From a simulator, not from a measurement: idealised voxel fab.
The document below concerns the process module designated voxel air gaps.
Square cells of 5 nm make up the cross-section cut, whose width is 250 nm.
If you're reading a cross-section in this doc, picture square cells in a grid; it comes to you as bands, top ones listed first down to the bottom, and a band can be one or more rows of cells. Heads up on the band format: heights come first, top then bottom, in nm. After that it's the materials left to right, each with its width in nm. A single material flagged "all across" fills the whole band edge to edge, and "empty" means there's empty space there. Height datum 0, below which the as-received substrate wafer is one material. Lowest band open at the bottom, running downward: "0 down". A width given as "30->40" starts at the first number in the band's top row and ends at the second number in its bottom row, shifting by an equal amount at every step from row to row. "remained the same", as given for a step, is the statement that not any cell of the cross-section underwent a change during that step. Reported under the label "Sealed internal cavities" are the empty spaces having no open way to the top and comprising 8 cells or more; the notation for each is width x height at distance, in which the distance is measured from the left edge and all three values are in nm. after a step's settings: what the simulator itself notes on the step. overlay nm: how far to the right of its planned place the mask lay on this masked step (negative: to the left). Reading guide: pairs of cross-sections, before and after one process step; after view cut off at lowest changed band; step and settings listed under each pair. Pairs may stem from different runs of this module on the same starting wafer; continuity with the pair above only where the "Pre-processing view" entry states it.
-- Pre-processing view
  0 down = Si all across
  Sealed internal cavities: none
-- Sectional Result
  15 to 0 = SiO2 all across
  Beneath the level 0, the cross-section is identical to its previous state.
  Sealed internal cavities: none
The before and after cross-sections above differ by one step: CONFORMAL_DEP, material SiO2, thk nm 15
Pre-processing view: per the after cross-section of the pair just above.
-- Sectional Result
  20 to 15 = SiCN all across
  Beneath the level 15, the cross-section is identical to its previous state.
  Sealed internal cavities: none
The before and after cross-sections above differ by one step: CONFORMAL_DEP, material SiCN, thk nm 5
Pre-processing view: per the after cross-section of the pair just above.
-- Sectional Result
  50 to 20 = SiO2 all across
  Beneath the level 20, the cross-section is identical to its previous state.
  Sealed internal cavities: none
The before and after cross-sections above differ by one step: DIRECTIONAL_DEP, material SiO2, thk nm 30
Pre-processing view: per the after cross-section of the pair just above.
-- Sectional Result
  50 to 20 = SiO2: 40 / empty: 20 / SiO2: 30 / empty: 20 / SiO2: 30 / empty: 20 / SiO2: 30 / empty: 20 / SiO2: 40
  Beneath the level 20, the cross-section is identical to its previous state.
  Sealed internal cavities: none
The before and after cross-sections above differ by one step: MASKED_ETCH, tone open, mask id LINES, width nm 20, pitch nm 50, etch materials SiO2, depth nm 30, overlay nm 0
Pre-processing view: per the after cross-section of the pair just above.
-- Sectional Result
  55 to 50 = TiN: 45 / empty: 10 / TiN: 40 / empty: 10 / TiN: 40 / empty: 10 / TiN: 40 / empty: 10 / TiN: 45
  50 to 25 = SiO2: 40 / TiN: 5 / empty: 10 / TiN: 5 / SiO2: 30 / TiN: 5 / empty: 10 / TiN: 5 / SiO2: 30 / TiN: 5 / empty: 10 / TiN: 5 / SiO2: 30 / TiN: 5 / empty: 10 / TiN: 5 / SiO2: 40
  25 to 20 = SiO2: 40 / TiN: 20 / SiO2: 30 / TiN: 20 / SiO2: 30 / TiN: 20 / SiO2: 30 / TiN: 20 / SiO2: 40
  Beneath the level 20, the cross-section is identical to its previous state.
  Sealed internal cavities: none
The before and after cross-sections above differ by one step: CONFORMAL_DEP, material TiN, thk nm 5
Pre-processing view: per the after cross-section of the pair just above.
-- Sectional Result
  65 to 55 = W all across
  55 to 50 = TiN: 45 / W: 10 / TiN: 40 / W: 10 / TiN: 40 / W: 10 / TiN: 40 / W: 10 / TiN: 45
  50 to 25 = SiO2: 40 / TiN: 5 / W: 10 / TiN: 5 / SiO2: 30 / TiN: 5 / W: 10 / TiN: 5 / SiO2: 30 / TiN: 5 / W: 10 / TiN: 5 / SiO2: 30 / TiN: 5 / W: 10 / TiN: 5 / SiO2: 40
  Beneath the level 25, the cross-section is identical to its previous state.
  Sealed internal cavities: none
The before and after cross-sections above differ by one step: FILL_DEP, material W, thk nm 10
Pre-processing view: per the after cross-section of the pair just above.
-- Sectional Result
  50 to 25 = SiO2: 40 / TiN: 5 / W: 10 / TiN: 5 / SiO2: 30 / TiN: 5 / W: 10 / TiN: 5 / SiO2: 30 / TiN: 5 / W: 10 / TiN: 5 / SiO2: 30 / TiN: 5 / W: 10 / TiN: 5 / SiO2: 40
  Beneath the level 25, the cross-section is identical to its previous state.
  Sealed internal cavities: none
The before and after cross-sections above differ by one step: CMP, height nm 50
Pre-processing view: per the after cross-section of the pair just above.
-- Sectional Result
  60 to 50 = empty: 30 / Ru: 40 / empty: 10 / Ru: 40 / empty: 10 / Ru: 40 / empty: 10 / Ru: 40 / empty: 30
  Beneath the level 50, the cross-section is identical to its previous state.
  Sealed internal cavities: none
The before and after cross-sections above differ by one step: EPI, material Ru, thk nm 10
Pre-processing view: per the after cross-section of the pair just above.
-- Sectional Result
  60 to 50 = empty: 30 / Ru: 40 / empty: 10 / Ru: 40 / empty: 10 / Ru: 40 / empty: 10 / Ru: 40 / empty: 30
  50 to 25 = empty: 40 / TiN: 5 / W: 10 / TiN: 5 / empty: 30 / TiN: 5 / W: 10 / TiN: 5 / empty: 30 / TiN: 5 / W: 10 / TiN: 5 / empty: 30 / TiN: 5 / W: 10 / TiN: 5 / empty: 40
  25 to 20 = empty: 40 / TiN: 20 / empty: 30 / TiN: 20 / empty: 30 / TiN: 20 / empty: 30 / TiN: 20 / empty: 40
  Beneath the level 20, the cross-section is identical to its previous state.
  Sealed internal cavities: none
The before and after cross-sections above differ by one step: SELECTIVE_ETCH, etch materials SiO2, depth nm 40
Pre-processing view: per the after cross-section of the pair just above.
-- Sectional Result
  65 to 60 = empty: 25 / SiCN: 200 / empty: 25
  60 to 50 = empty: 25 / SiCN: 5 / Ru: 40 / SiCN: 10 / Ru: 40 / SiCN: 10 / Ru: 40 / SiCN: 10 / Ru: 40 / SiCN: 5 / empty: 25
  50 to 45 = empty: 25 / SiCN: 15 / TiN: 5 / W: 10 / TiN: 5 / SiCN: 30 / TiN: 5 / W: 10 / TiN: 5 / SiCN: 30 / TiN: 5 / W: 10 / TiN: 5 / SiCN: 30 / TiN: 5 / W: 10 / TiN: 5 / SiCN: 15 / empty: 25
  45 to 25 = empty: 35 / SiCN: 5 / TiN: 5 / W: 10 / TiN: 5 / SiCN: 5 / empty: 20 / SiCN: 5 / TiN: 5 / W: 10 / TiN: 5 / SiCN: 5 / empty: 20 / SiCN: 5 / TiN: 5 / W: 10 / TiN: 5 / SiCN: 5 / empty: 20 / SiCN: 5 / TiN: 5 / W: 10 / TiN: 5 / SiCN: 5 / empty: 35
  25 to 20 = SiCN: 40 / TiN: 20 / SiCN: 30 / TiN: 20 / SiCN: 30 / TiN: 20 / SiCN: 30 / TiN: 20 / SiCN: 40
  Beneath the level 20, the cross-section is identical to its previous state.
  Sealed internal cavities: 20 x 20 at 65; 20 x 20 at 115; 20 x 20 at 165
The before and after cross-sections above differ by one step: CONFORMAL_DEP, material SiCN, thk nm 5
-- Pre-processing view
  65 to 55 = W all across
  55 to 50 = TiN: 45 / W: 10 / TiN: 40 / W: 10 / TiN: 40 / W: 10 / TiN: 40 / W: 10 / TiN: 45
  50 to 25 = SiO2: 40 / TiN: 5 / W: 10 / TiN: 5 / SiO2: 30 / TiN: 5 / W: 10 / TiN: 5 / SiO2: 30 / TiN: 5 / W: 10 / TiN: 5 / SiO2: 30 / TiN: 5 / W: 10 / TiN: 5 / SiO2: 40
  25 to 20 = SiO2: 40 / TiN: 20 / SiO2: 30 / TiN: 20 / SiO2: 30 / TiN: 20 / SiO2: 30 / TiN: 20 / SiO2: 40
  20 to 15 = SiCN all across
  15 to 0 = SiO2 all across
  0 down = Si all across
  Sealed internal cavities: none
-- Sectional Result
  75 to 65 = Ru all across
  Beneath the level 65, the cross-section is identical to its previous state.
  Sealed internal cavities: none
The before and after cross-sections above differ by one step: EPI, material Ru, thk nm 10
Pre-processing view: per the after cross-section of the pair just above.
-- Sectional Result
  80 to 75 = SiCN all across
  Beneath the level 75, the cross-section is identical to its previous state.
  Sealed internal cavities: none
The before and after cross-sections above differ by one step: CONFORMAL_DEP, material SiCN, thk nm 5
-- Pre-processing view
  15 to 0 = SiO2 all across
  0 down = Si all across
  Sealed internal cavities: none
-- Sectional Result
  30 to 0 = SiO2 all across
  Beneath the level 0, the cross-section is identical to its previous state.
  Sealed internal cavities: none
The before and after cross-sections above differ by one step: CONFORMAL_DEP, material SiO2, thk nm 15
Pre-processing view: per the after cross-section of the pair just above.
-- Sectional Result
  35 to 30 = SiCN all across
  Beneath the level 30, the cross-section is identical to its previous state.
  Sealed internal cavities: none
The before and after cross-sections above differ by one step: CONFORMAL_DEP, material SiCN, thk nm 5
Pre-processing view: per the after cross-section of the pair just above.
-- Sectional Result
  65 to 35 = SiO2 all across
  Beneath the level 35, the cross-section is identical to its previous state.
  Sealed internal cavities: none
The before and after cross-sections above differ by one step: DIRECTIONAL_DEP, material SiO2, thk nm 30
Pre-processing view: per the after cross-section of the pair just above.
-- Sectional Result
  65 to 35 = SiO2: 40 / empty: 20 / SiO2: 30 / empty: 20 / SiO2: 30 / empty: 20 / SiO2: 30 / empty: 20 / SiO2: 40
  Beneath the level 35, the cross-section is identical to its previous state.
  Sealed internal cavities: none
The before and after cross-sections above differ by one step: MASKED_ETCH, tone open, mask id LINES, width nm 20, pitch nm 50, etch materials SiO2, depth nm 30, overlay nm 0
Pre-processing view: per the after cross-section of the pair just above.
-- Sectional Result
  70 to 65 = TiN: 45 / empty: 10 / TiN: 40 / empty: 10 / TiN: 40 / empty: 10 / TiN: 40 / empty: 10 / TiN: 45
  65 to 40 = SiO2: 40 / TiN: 5 / empty: 10 / TiN: 5 / SiO2: 30 / TiN: 5 / empty: 10 / TiN: 5 / SiO2: 30 / TiN: 5 / empty: 10 / TiN: 5 / SiO2: 30 / TiN: 5 / empty: 10 / TiN: 5 / SiO2: 40
  40 to 35 = SiO2: 40 / TiN: 20 / SiO2: 30 / TiN: 20 / SiO2: 30 / TiN: 20 / SiO2: 30 / TiN: 20 / SiO2: 40
  Beneath the level 35, the cross-section is identical to its previous state.
  Sealed internal cavities: none
The before and after cross-sections above differ by one step: CONFORMAL_DEP, material TiN, thk nm 5
Pre-processing view: per the after cross-section of the pair just above.
-- Sectional Result
  80 to 70 = W all across
  70 to 65 = TiN: 45 / W: 10 / TiN: 40 / W: 10 / TiN: 40 / W: 10 / TiN: 40 / W: 10 / TiN: 45
  65 to 40 = SiO2: 40 / TiN: 5 / W: 10 / TiN: 5 / SiO2: 30 / TiN: 5 / W: 10 / TiN: 5 / SiO2: 30 / TiN: 5 / W: 10 / TiN: 5 / SiO2: 30 / TiN: 5 / W: 10 / TiN: 5 / SiO2: 40
  Beneath the level 40, the cross-section is identical to its previous state.
  Sealed internal cavities: none
The before and after cross-sections above differ by one step: FILL_DEP, material W, thk nm 10
Pre-processing view: per the after cross-section of the pair just above.
-- Sectional Result
  50 to 40 = SiO2: 40 / TiN: 5 / W: 10 / TiN: 5 / SiO2: 30 / TiN: 5 / W: 10 / TiN: 5 / SiO2: 30 / TiN: 5 / W: 10 / TiN: 5 / SiO2: 30 / TiN: 5 / W: 10 / TiN: 5 / SiO2: 40
  Beneath the level 40, the cross-section is identical to its previous state.
  Sealed internal cavities: none
The before and after cross-sections above differ by one step: CMP, height nm 50
Pre-processing view: per the after cross-section of the pair just above.
-- Sectional Result
  60 to 50 = empty: 30 / Ru: 40 / empty: 10 / Ru: 40 / empty: 10 / Ru: 40 / empty: 10 / Ru: 40 / empty: 30
  Beneath the level 50, the cross-section is identical to its previous state.
  Sealed internal cavities: none
The before and after cross-sections above differ by one step: EPI, material Ru, thk nm 10
Pre-processing view: per the after cross-section of the pair just above.
-- Sectional Result
  60 to 50 = empty: 30 / Ru: 40 / empty: 10 / Ru: 40 / empty: 10 / Ru: 40 / empty: 10 / Ru: 40 / empty: 30
  50 to 40 = empty: 40 / TiN: 5 / W: 10 / TiN: 5 / empty: 30 / TiN: 5 / W: 10 / TiN: 5 / empty: 30 / TiN: 5 / W: 10 / TiN: 5 / empty: 30 / TiN: 5 / W: 10 / TiN: 5 / empty: 40
  40 to 35 = empty: 40 / TiN: 20 / empty: 30 / TiN: 20 / empty: 30 / TiN: 20 / empty: 30 / TiN: 20 / empty: 40
  Beneath the level 35, the cross-section is identical to its previous state.
  Sealed internal cavities: none
The before and after cross-sections above differ by one step: SELECTIVE_ETCH, etch materials SiO2, depth nm 40
Pre-processing view: per the after cross-section of the pair just above.
-- Sectional Result
  65 to 60 = empty: 25 / SiCN: 200 / empty: 25
  60 to 50 = empty: 25 / SiCN: 5 / Ru: 40 / SiCN: 10 / Ru: 40 / SiCN: 10 / Ru: 40 / SiCN: 10 / Ru: 40 / SiCN: 5 / empty: 25
  50 to 45 = empty: 25 / SiCN: 15 / TiN: 5 / W: 10 / TiN: 5 / SiCN: 30 / TiN: 5 / W: 10 / TiN: 5 / SiCN: 30 / TiN: 5 / W: 10 / TiN: 5 / SiCN: 30 / TiN: 5 / W: 10 / TiN: 5 / SiCN: 15 / empty: 25
  45 to 40 = empty: 35 / SiCN: 5 / TiN: 5 / W: 10 / TiN: 5 / SiCN: 5 / empty: 20 / SiCN: 5 / TiN: 5 / W: 10 / TiN: 5 / SiCN: 5 / empty: 20 / SiCN: 5 / TiN: 5 / W: 10 / TiN: 5 / SiCN: 5 / empty: 20 / SiCN: 5 / TiN: 5 / W: 10 / TiN: 5 / SiCN: 5 / empty: 35
  40 to 35 = SiCN: 40 / TiN: 20 / SiCN: 30 / TiN: 20 / SiCN: 30 / TiN: 20 / SiCN: 30 / TiN: 20 / SiCN: 40
  Beneath the level 35, the cross-section is identical to its previous state.
  Sealed internal cavities: none
The before and after cross-sections above differ by one step: CONFORMAL_DEP, material SiCN, thk nm 5
-- Pre-processing view
  50 to 25 = SiO2: 40 / TiN: 5 / W: 10 / TiN: 5 / SiO2: 30 / TiN: 5 / W: 10 / TiN: 5 / SiO2: 30 / TiN: 5 / W: 10 / TiN: 5 / SiO2: 30 / TiN: 5 / W: 10 / TiN: 5 / SiO2: 40
  25 to 20 = SiO2: 40 / TiN: 20 / SiO2: 30 / TiN: 20 / SiO2: 30 / TiN: 20 / SiO2: 30 / TiN: 20 / SiO2: 40
  20 to 15 = SiCN all across
  15 to 0 = SiO2 all across
  0 down = Si all across
  Sealed internal cavities: none
-- Sectional Result
  50 to 25 = empty: 40 / TiN: 5 / W: 10 / TiN: 5 / empty: 30 / TiN: 5 / W: 10 / TiN: 5 / empty: 30 / TiN: 5 / W: 10 / TiN: 5 / empty: 30 / TiN: 5 / W: 10 / TiN: 5 / empty: 40
  25 to 20 = empty: 40 / TiN: 20 / empty: 30 / TiN: 20 / empty: 30 / TiN: 20 / empty: 30 / TiN: 20 / empty: 40
  Beneath the level 20, the cross-section is identical to its previous state.
  Sealed internal cavities: none
The before and after cross-sections above differ by one step: SELECTIVE_ETCH, etch materials SiO2, depth nm 40
Pre-processing view: per the after cross-section of the pair just above.
-- Sectional Result
  60 to 50 = empty: 30 / Ru: 40 / empty: 10 / Ru: 40 / empty: 10 / Ru: 40 / empty: 10 / Ru: 40 / empty: 30
  50 to 25 = empty: 30 / Ru: 10 / TiN: 5 / W: 10 / TiN: 5 / Ru: 10 / empty: 10 / Ru: 10 / TiN: 5 / W: 10 / TiN: 5 / Ru: 10 / empty: 10 / Ru: 10 / TiN: 5 / W: 10 / TiN: 5 / Ru: 10 / empty: 10 / Ru: 10 / TiN: 5 / W: 10 / TiN: 5 / Ru: 10 / empty: 30
  25 to 20 = empty: 30 / Ru: 10 / TiN: 20 / Ru: 10 / empty: 10 / Ru: 10 / TiN: 20 / Ru: 10 / empty: 10 / Ru: 10 / TiN: 20 / Ru: 10 / empty: 10 / Ru: 10 / TiN: 20 / Ru: 10 / empty: 30
  Beneath the level 20, the cross-section is identical to its previous state.
  Sealed internal cavities: none
The before and after cross-sections above differ by one step: EPI, material Ru, thk nm 10
Pre-processing view: per the after cross-section of the pair just above.
-- Sectional Result
  65 to 60 = empty: 25 / SiCN: 200 / empty: 25
  60 to 50 = empty: 25 / SiCN: 5 / Ru: 40 / SiCN: 10 / Ru: 40 / SiCN: 10 / Ru: 40 / SiCN: 10 / Ru: 40 / SiCN: 5 / empty: 25
  50 to 25 = empty: 25 / SiCN: 5 / Ru: 10 / TiN: 5 / W: 10 / TiN: 5 / Ru: 10 / SiCN: 10 / Ru: 10 / TiN: 5 / W: 10 / TiN: 5 / Ru: 10 / SiCN: 10 / Ru: 10 / TiN: 5 / W: 10 / TiN: 5 / Ru: 10 / SiCN: 10 / Ru: 10 / TiN: 5 / W: 10 / TiN: 5 / Ru: 10 / SiCN: 5 / empty: 25
  25 to 20 = SiCN: 30 / Ru: 10 / TiN: 20 / Ru: 10 / SiCN: 10 / Ru: 10 / TiN: 20 / Ru: 10 / SiCN: 10 / Ru: 10 / TiN: 20 / Ru: 10 / SiCN: 10 / Ru: 10 / TiN: 20 / Ru: 10 / SiCN: 30
  Beneath the level 20, the cross-section is identical to its previous state.
  Sealed internal cavities: none
The before and after cross-sections above differ by one step: CONFORMAL_DEP, material SiCN, thk nm 5
-- Pre-processing view
  65 to 55 = W all across
  55 to 50 = TiN: 45 / W: 10 / TiN: 40 / W: 10 / TiN: 40 / W: 10 / TiN: 40 / W: 10 / TiN: 45
  50 to 25 = SiO2: 40 / TiN: 5 / W: 10 / TiN: 5 / SiO2: 30 / TiN: 5 / W: 10 / TiN: 5 / SiO2: 30 / TiN: 5 / W: 10 / TiN: 5 / SiO2: 30 / TiN: 5 / W: 10 / TiN: 5 / SiO2: 40
  25 to 20 = SiO2: 40 / TiN: 20 / SiO2: 30 / TiN: 20 / SiO2: 30 / TiN: 20 / SiO2: 30 / TiN: 20 / SiO2: 40
  20 to 15 = SiCN all across
  15 to 0 = SiO2 all across
  0 down = Si all across
  Sealed internal cavities: none
-- Sectional Result
  45 to 25 = SiO2: 40 / TiN: 5 / W: 10 / TiN: 5 / SiO2: 30 / TiN: 5 / W: 10 / TiN: 5 / SiO2: 30 / TiN: 5 / W: 10 / TiN: 5 / SiO2: 30 / TiN: 5 / W: 10 / TiN: 5 / SiO2: 40
  Beneath the level 25, the cross-section is identical to its previous state.
  Sealed internal cavities: none
The before and after cross-sections above differ by one step: CMP, height nm 45
Pre-processing view: per the after cross-section of the pair just above.
-- Sectional Result
  55 to 45 = empty: 30 / Ru: 40 / empty: 10 / Ru: 40 / empty: 10 / Ru: 40 / empty: 10 / Ru: 40 / empty: 30
  Beneath the level 45, the cross-section is identical to its previous state.
  Sealed internal cavities: none
The before and after cross-sections above differ by one step: EPI, material Ru, thk nm 10
Pre-processing view: per the after cross-section of the pair just above.
-- Sectional Result
  55 to 45 = empty: 30 / Ru: 40 / empty: 10 / Ru: 40 / empty: 10 / Ru: 40 / empty: 10 / Ru: 40 / empty: 30
  45 to 25 = empty: 40 / TiN: 5 / W: 10 / TiN: 5 / empty: 30 / TiN: 5 / W: 10 / TiN: 5 / empty: 30 / TiN: 5 / W: 10 / TiN: 5 / empty: 30 / TiN: 5 / W: 10 / TiN: 5 / empty: 40
  25 to 20 = empty: 40 / TiN: 20 / empty: 30 / TiN: 20 / empty: 30 / TiN: 20 / empty: 30 / TiN: 20 / empty: 40
  Beneath the level 20, the cross-section is identical to its previous state.
  Sealed internal cavities: none
The before and after cross-sections above differ by one step: SELECTIVE_ETCH, etch materials SiO2, depth nm 40
Pre-processing view: per the after cross-section of the pair just above.
-- Sectional Result
  60 to 55 = empty: 25 / SiCN: 200 / empty: 25
  55 to 45 = empty: 25 / SiCN: 5 / Ru: 40 / SiCN: 10 / Ru: 40 / SiCN: 10 / Ru: 40 / SiCN: 10 / Ru: 40 / SiCN: 5 / empty: 25
  45 to 40 = empty: 25 / SiCN: 15 / TiN: 5 / W: 10 / TiN: 5 / SiCN: 30 / TiN: 5 / W: 10 / TiN: 5 / SiCN: 30 / TiN: 5 / W: 10 / TiN: 5 / SiCN: 30 / TiN: 5 / W: 10 / TiN: 5 / SiCN: 15 / empty: 25
  40 to 25 = empty: 35 / SiCN: 5 / TiN: 5 / W: 10 / TiN: 5 / SiCN: 5 / empty: 20 / SiCN: 5 / TiN: 5 / W: 10 / TiN: 5 / SiCN: 5 / empty: 20 / SiCN: 5 / TiN: 5 / W: 10 / TiN: 5 / SiCN: 5 / empty: 20 / SiCN: 5 / TiN: 5 / W: 10 / TiN: 5 / SiCN: 5 / empty: 35
  25 to 20 = SiCN: 40 / TiN: 20 / SiCN: 30 / TiN: 20 / SiCN: 30 / TiN: 20 / SiCN: 30 / TiN: 20 / SiCN: 40
  Beneath the level 20, the cross-section is identical to its previous state.
  Sealed internal cavities: 20 x 15 at 65; 20 x 15 at 115; 20 x 15 at 165
The before and after cross-sections above differ by one step: CONFORMAL_DEP, material SiCN, thk nm 5
-- Pre-processing view
  50 to 20 = SiO2 all across
  20 to 15 = SiCN all across
  15 to 0 = SiO2 all across
  0 down = Si all across
  Sealed internal cavities: none
-- Sectional Result
  50 to 20 = SiO2: 35 / empty: 30 / SiO2: 20 / empty: 30 / SiO2: 20 / empty: 30 / SiO2: 20 / empty: 30 / SiO2: 35
  Beneath the level 20, the cross-section is identical to its previous state.
  Sealed internal cavities: none
The before and after cross-sections above differ by one step: MASKED_ETCH, tone open, mask id LINES, width nm 30, pitch nm 50, etch materials SiO2, depth nm 30, overlay nm 0
Pre-processing view: per the after cross-section of the pair just above.
-- Sectional Result
  55 to 50 = TiN: 40 / empty: 20 / TiN: 30 / empty: 20 / TiN: 30 / empty: 20 / TiN: 30 / empty: 20 / TiN: 40
  50 to 25 = SiO2: 35 / TiN: 5 / empty: 20 / TiN: 5 / SiO2: 20 / TiN: 5 / empty: 20 / TiN: 5 / SiO2: 20 / TiN: 5 / empty: 20 / TiN: 5 / SiO2: 20 / TiN: 5 / empty: 20 / TiN: 5 / SiO2: 35
  25 to 20 = SiO2: 35 / TiN: 30 / SiO2: 20 / TiN: 30 / SiO2: 20 / TiN: 30 / SiO2: 20 / TiN: 30 / SiO2: 35
  Beneath the level 20, the cross-section is identical to its previous state.
  Sealed internal cavities: none
The before and after cross-sections above differ by one step: CONFORMAL_DEP, material TiN, thk nm 5
Pre-processing view: per the after cross-section of the pair just above.
-- Sectional Result
  65 to 55 = W all across
  55 to 50 = TiN: 40 / W: 20 / TiN: 30 / W: 20 / TiN: 30 / W: 20 / TiN: 30 / W: 20 / TiN: 40
  50 to 25 = SiO2: 35 / TiN: 5 / W: 20 / TiN: 5 / SiO2: 20 / TiN: 5 / W: 20 / TiN: 5 / SiO2: 20 / TiN: 5 / W: 20 / TiN: 5 / SiO2: 20 / TiN: 5 / W: 20 / TiN: 5 / SiO2: 35
  Beneath the level 25, the cross-section is identical to its previous state.
  Sealed internal cavities: none
The before and after cross-sections above differ by one step: FILL_DEP, material W, thk nm 10
Pre-processing view: per the after cross-section of the pair just above.
-- Sectional Result
  50 to 25 = SiO2: 35 / TiN: 5 / W: 20 / TiN: 5 / SiO2: 20 / TiN: 5 / W: 20 / TiN: 5 / SiO2: 20 / TiN: 5 / W: 20 / TiN: 5 / SiO2: 20 / TiN: 5 / W: 20 / TiN: 5 / SiO2: 35
  Beneath the level 25, the cross-section is identical to its previous state.
  Sealed internal cavities: none
The before and after cross-sections above differ by one step: CMP, height nm 50
Pre-processing view: per the after cross-section of the pair just above.
-- Sectional Result
  60 to 50 = empty: 25 / Ru: 200 / empty: 25
  Beneath the level 50, the cross-section is identical to its previous state.
  Sealed internal cavities: none
The before and after cross-sections above differ by one step: EPI, material Ru, thk nm 10
Pre-processing view: per the after cross-section of the pair just above.
-- Sectional Result
  60 to 50 = empty: 25 / Ru: 200 / empty: 25
  50 to 25 = empty: 35 / TiN: 5 / W: 20 / TiN: 5 / SiO2: 20 / TiN: 5 / W: 20 / TiN: 5 / SiO2: 20 / TiN: 5 / W: 20 / TiN: 5 / SiO2: 20 / TiN: 5 / W: 20 / TiN: 5 / empty: 35
  25 to 20 = empty: 35 / TiN: 30 / SiO2: 20 / TiN: 30 / SiO2: 20 / TiN: 30 / SiO2: 20 / TiN: 30 / empty: 35
  Beneath the level 20, the cross-section is identical to its previous state.
  Sealed internal cavities: none
The before and after cross-sections above differ by one step: SELECTIVE_ETCH, etch materials SiO2, depth nm 40
Pre-processing view: per the after cross-section of the pair just above.
-- Sectional Result
  65 to 60 = empty: 20 / SiCN: 210 / empty: 20
  60 to 50 = empty: 20 / SiCN: 5 / Ru: 200 / SiCN: 5 / empty: 20
  50 to 45 = empty: 20 / SiCN: 15 / TiN: 5 / W: 20 / TiN: 5 / SiO2: 20 / TiN: 5 / W: 20 / TiN: 5 / SiO2: 20 / TiN: 5 / W: 20 / TiN: 5 / SiO2: 20 / TiN: 5 / W: 20 / TiN: 5 / SiCN: 15 / empty: 20
  45 to 25 = empty: 30 / SiCN: 5 / TiN: 5 / W: 20 / TiN: 5 / SiO2: 20 / TiN: 5 / W: 20 / TiN: 5 / SiO2: 20 / TiN: 5 / W: 20 / TiN: 5 / SiO2: 20 / TiN: 5 / W: 20 / TiN: 5 / SiCN: 5 / empty: 30
  25 to 20 = SiCN: 35 / TiN: 30 / SiO2: 20 / TiN: 30 / SiO2: 20 / TiN: 30 / SiO2: 20 / TiN: 30 / SiCN: 35
  Beneath the level 20, the cross-section is identical to its previous state.
  Sealed internal cavities: none
The before and after cross-sections above differ by one step: CONFORMAL_DEP, material SiCN, thk nm 5
-- Pre-processing view
  50 to 20 = SiO2 all across
  20 to 15 = SiCN all across
  15 to 0 = SiO2 all across
  0 down = Si all across
  Sealed internal cavities: none
-- Sectional Result
  50 to 20 = SiO2: 45 / empty: 20 / SiO2: 30 / empty: 20 / SiO2: 30 / empty: 20 / SiO2: 30 / empty: 20 / SiO2: 35
  Beneath the level 20, the cross-section is identical to its previous state.
  Sealed internal cavities: none
The before and after cross-sections above differ by one step: MASKED_ETCH, tone open, mask id LINES, width nm 20, pitch nm 50, etch materials SiO2, depth nm 30, overlay nm 5
Pre-processing view: per the after cross-section of the pair just above.
-- Sectional Result
  55 to 50 = TiN: 50 / empty: 10 / TiN: 40 / empty: 10 / TiN: 40 / empty: 10 / TiN: 40 / empty: 10 / TiN: 40
  50 to 25 = SiO2: 45 / TiN: 5 / empty: 10 / TiN: 5 / SiO2: 30 / TiN: 5 / empty: 10 / TiN: 5 / SiO2: 30 / TiN: 5 / empty: 10 / TiN: 5 / SiO2: 30 / TiN: 5 / empty: 10 / TiN: 5 / SiO2: 35
  25 to 20 = SiO2: 45 / TiN: 20 / SiO2: 30 / TiN: 20 / SiO2: 30 / TiN: 20 / SiO2: 30 / TiN: 20 / SiO2: 35
  Beneath the level 20, the cross-section is identical to its previous state.
  Sealed internal cavities: none
The before and after cross-sections above differ by one step: CONFORMAL_DEP, material TiN, thk nm 5
Pre-processing view: per the after cross-section of the pair just above.
-- Sectional Result
  65 to 55 = W all across
  55 to 50 = TiN: 50 / W: 10 / TiN: 40 / W: 10 / TiN: 40 / W: 10 / TiN: 40 / W: 10 / TiN: 40
  50 to 25 = SiO2: 45 / TiN: 5 / W: 10 / TiN: 5 / SiO2: 30 / TiN: 5 / W: 10 / TiN: 5 / SiO2: 30 / TiN: 5 / W: 10 / TiN: 5 / SiO2: 30 / TiN: 5 / W: 10 / TiN: 5 / SiO2: 35
  Beneath the level 25, the cross-section is identical to its previous state.
  Sealed internal cavities: none
The before and after cross-sections above differ by one step: FILL_DEP, material W, thk nm 10
Pre-processing view: per the after cross-section of the pair just above.
-- Sectional Result
  50 to 25 = SiO2: 45 / TiN: 5 / W: 10 / TiN: 5 / SiO2: 30 / TiN: 5 / W: 10 / TiN: 5 / SiO2: 30 / TiN: 5 / W: 10 / TiN: 5 / SiO2: 30 / TiN: 5 / W: 10 / TiN: 5 / SiO2: 35
  Beneath the level 25, the cross-section is identical to its previous state.
  Sealed internal cavities: none
The before and after cross-sections above differ by one step: CMP, height nm 50
Pre-processing view: per the after cross-section of the pair just above.
-- Sectional Result
  60 to 50 = empty: 35 / Ru: 40 / empty: 10 / Ru: 40 / empty: 10 / Ru: 40 / empty: 10 / Ru: 40 / empty: 25
  Beneath the level 50, the cross-section is identical to its previous state.
  Sealed internal cavities: none
The before and after cross-sections above differ by one step: EPI, material Ru, thk nm 10
Pre-processing view: per the after cross-section of the pair just above.
-- Sectional Result
  60 to 50 = empty: 35 / Ru: 40 / empty: 10 / Ru: 40 / empty: 10 / Ru: 40 / empty: 10 / Ru: 40 / empty: 25
  50 to 25 = empty: 45 / TiN: 5 / W: 10 / TiN: 5 / empty: 30 / TiN: 5 / W: 10 / TiN: 5 / empty: 30 / TiN: 5 / W: 10 / TiN: 5 / empty: 30 / TiN: 5 / W: 10 / TiN: 5 / empty: 35
  25 to 20 = empty: 45 / TiN: 20 / empty: 30 / TiN: 20 / empty: 30 / TiN: 20 / empty: 30 / TiN: 20 / empty: 35
  Beneath the level 20, the cross-section is identical to its previous state.
  Sealed internal cavities: none
The before and after cross-sections above differ by one step: SELECTIVE_ETCH, etch materials SiO2, depth nm 40
Pre-processing view: per the after cross-section of the pair just above.
-- Sectional Result
  65 to 60 = empty: 30 / SiCN: 200 / empty: 20
  60 to 50 = empty: 30 / SiCN: 5 / Ru: 40 / SiCN: 10 / Ru: 40 / SiCN: 10 / Ru: 40 / SiCN: 10 / Ru: 40 / SiCN: 5 / empty: 20
  50 to 45 = empty: 30 / SiCN: 15 / TiN: 5 / W: 10 / TiN: 5 / SiCN: 30 / TiN: 5 / W: 10 / TiN: 5 / SiCN: 30 / TiN: 5 / W: 10 / TiN: 5 / SiCN: 30 / TiN: 5 / W: 10 / TiN: 5 / SiCN: 15 / empty: 20
  45 to 25 = empty: 40 / SiCN: 5 / TiN: 5 / W: 10 / TiN: 5 / SiCN: 5 / empty: 20 / SiCN: 5 / TiN: 5 / W: 10 / TiN: 5 / SiCN: 5 / empty: 20 / SiCN: 5 / TiN: 5 / W: 10 / TiN: 5 / SiCN: 5 / empty: 20 / SiCN: 5 / TiN: 5 / W: 10 / TiN: 5 / SiCN: 5 / empty: 30
  25 to 20 = SiCN: 45 / TiN: 20 / SiCN: 30 / TiN: 20 / SiCN: 30 / TiN: 20 / SiCN: 30 / TiN: 20 / SiCN: 35
  Beneath the level 20, the cross-section is identical to its previous state.
  Sealed internal cavities: 20 x 20 at 70; 20 x 20 at 120; 20 x 20 at 170
The before and after cross-sections above differ by one step: CONFORMAL_DEP, material SiCN, thk nm 5
